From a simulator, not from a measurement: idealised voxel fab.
Title: Process Module voxel tone inversion
Square cells of 5 nm make up the cross-section cut, whose width is 220 nm.
Just so we're on the same page, the cross-sections are grids of square cells, and they're listed out in bands top to bottom, each band one or more rows deep.
The band entry comprises the height of the band's top followed by the height of its bottom, expressed in nm, and subsequently the band's materials from left to right, each stated together with its width in nm. Where a single material is marked with the word "all across", that material fills the band from edge to edge. The word "empty" represents empty space.
Convention: height 0 is the level below which the wafer, as received, is all one material. The lowest band does not terminate at the bottom but continues downward, represented as "0 down".
A width given as "30->40" starts at the first number in the band's top row and ends at the second number in its bottom row, shifting by an equal amount at every step from row to row.
A step reported as "remained the same" is a step in which no cell of the cross-section changed.
In "Closed internal cavities" the enclosed voids are listed, meaning empty spaces of 8 cells or larger without any opening to the top. The form is width x height at distance, distance from the left edge, units nm.
That trailing text on a step's line, after the settings, is the simulator's own remark on the step.
The line of a step may include "overlay nm". On a step with a mask, this value is how far to the right of its planned place the mask lay. A negative value means the mask lay to the left.

### List of planned process steps
1: RECEIVE (material Si)
2: CONFORMAL_DEP (material SiN; thk nm 10)
3: DIRECTIONAL_DEP (material aC; thk nm 15)
4: PATTERN (tone cover; mask id POSTS; material resist; width nm 15; pitch nm 45; thk nm 25; overlay nm 0)
5: DIRECTIONAL_ETCH (etch materials aC; depth nm 15)
6: STRIP (etch materials resist)
7: FILL_DEP (material lowk; thk nm 10)
8: CMP (height nm 25)
9: STRIP (etch materials aC)

### Wafer, first of two, run as planned

### Cross-section of the wafer as it came to us, i.e., already through step 1
- 0 down  Si all across
- Closed internal cavities: none

### Cross-section of the wafer after step 2
- 10 to 0  SiN all across
- Below a height of 0, the structure has not been altered.

### Cross-section of the wafer after step 3
- 25 to 10  aC all across
- Below a height of 10, the structure has not been altered.

### Cross-section of the wafer after step 4
- 50 to 25  empty=35  resist=15  empty=30  resist=15  empty=30  resist=15  empty=30  resist=15  empty=35
- Below a height of 25, the structure has not been altered.

### Cross-section of the wafer after step 5
- 35 to 25  empty=35  resist=15  empty=30  resist=15  empty=30  resist=15  empty=30  resist=15  empty=35
- 25 to 10  empty=35  aC=15  empty=30  aC=15  empty=30  aC=15  empty=30  aC=15  empty=35
- Below a height of 10, the structure has not been altered.

### Cross-section of the wafer after step 6
- 25 to 10  empty=35  aC=15  empty=30  aC=15  empty=30  aC=15  empty=30  aC=15  empty=35
- Below a height of 10, the structure has not been altered.

### Cross-section of the wafer after step 7
- 35 to 25  lowk all across
- 25 to 10  lowk=35  aC=15  lowk=30  aC=15  lowk=30  aC=15  lowk=30  aC=15  lowk=35
- Below a height of 10, the structure has not been altered.

### Cross-section of the wafer after step 8
- 25 to 10  lowk=35  aC=15  lowk=30  aC=15  lowk=30  aC=15  lowk=30  aC=15  lowk=35
- Below a height of 10, the structure has not been altered.

### Cross-section of the wafer after step 9
- 25 to 10  lowk=35  empty=15  lowk=30  empty=15  lowk=30  empty=15  lowk=30  empty=15  lowk=35
- Below a height of 10, the structure has not been altered.

### Here the second wafer is described. Its start and its plan were those of the first wafer. Its run contained one mistake. Up to and including step 1, it did exactly what the first wafer did

### Cross-section, second wafer, at the end time the plan gives for step 2
- 10 to 0  lowk all across
- Below a height of 0, the structure has not been altered.

### Cross-section, second wafer, at the end time the plan gives for step 3
- 25 to 10  aC all across
- Below a height of 10, the structure has not been altered.

### Cross-section, second wafer, at the end time the plan gives for step 4
- 50 to 25  empty=35  resist=15  empty=30  resist=15  empty=30  resist=15  empty=30  resist=15  empty=35
- Below a height of 25, the structure has not been altered.

### Cross-section, second wafer, at the end time the plan gives for step 5
- 35 to 25  empty=35  resist=15  empty=30  resist=15  empty=30  resist=15  empty=30  resist=15  empty=35
- 25 to 10  empty=35  aC=15  empty=30  aC=15  empty=30  aC=15  empty=30  aC=15  empty=35
- Below a height of 10, the structure has not been altered.

### Cross-section, second wafer, at the end time the plan gives for step 6
- 25 to 10  empty=35  aC=15  empty=30  aC=15  empty=30  aC=15  empty=30  aC=15  empty=35
- Below a height of 10, the structure has not been altered.

### Cross-section, second wafer, at the end time the plan gives for step 7
- 35 to 25  lowk all across
- 25 to 10  lowk=35  aC=15  lowk=30  aC=15  lowk=30  aC=15  lowk=30  aC=15  lowk=35
- Below a height of 10, the structure has not been altered.

### Cross-section, second wafer, at the end time the plan gives for step 8
- 25 to 10  lowk=35  aC=15  lowk=30  aC=15  lowk=30  aC=15  lowk=30  aC=15  lowk=35
- Below a height of 10, the structure has not been altered.

### Cross-section, second wafer, at the end time the plan gives for step 9
- 25 to 10  lowk=35  empty=15  lowk=30  empty=15  lowk=30  empty=15  lowk=30  empty=15  lowk=35
- Below a height of 10, the structure has not been altered.
Heads up, the wafer didn't run the way we planned it: step 2 went in with a setting other than planned; the actual run was CONFORMAL_DEP (material lowk; thk nm 10)
End of process, cell counts, second wafer against first, materials with more or fewer: SiN: 88 fewer; lowk: 88 more
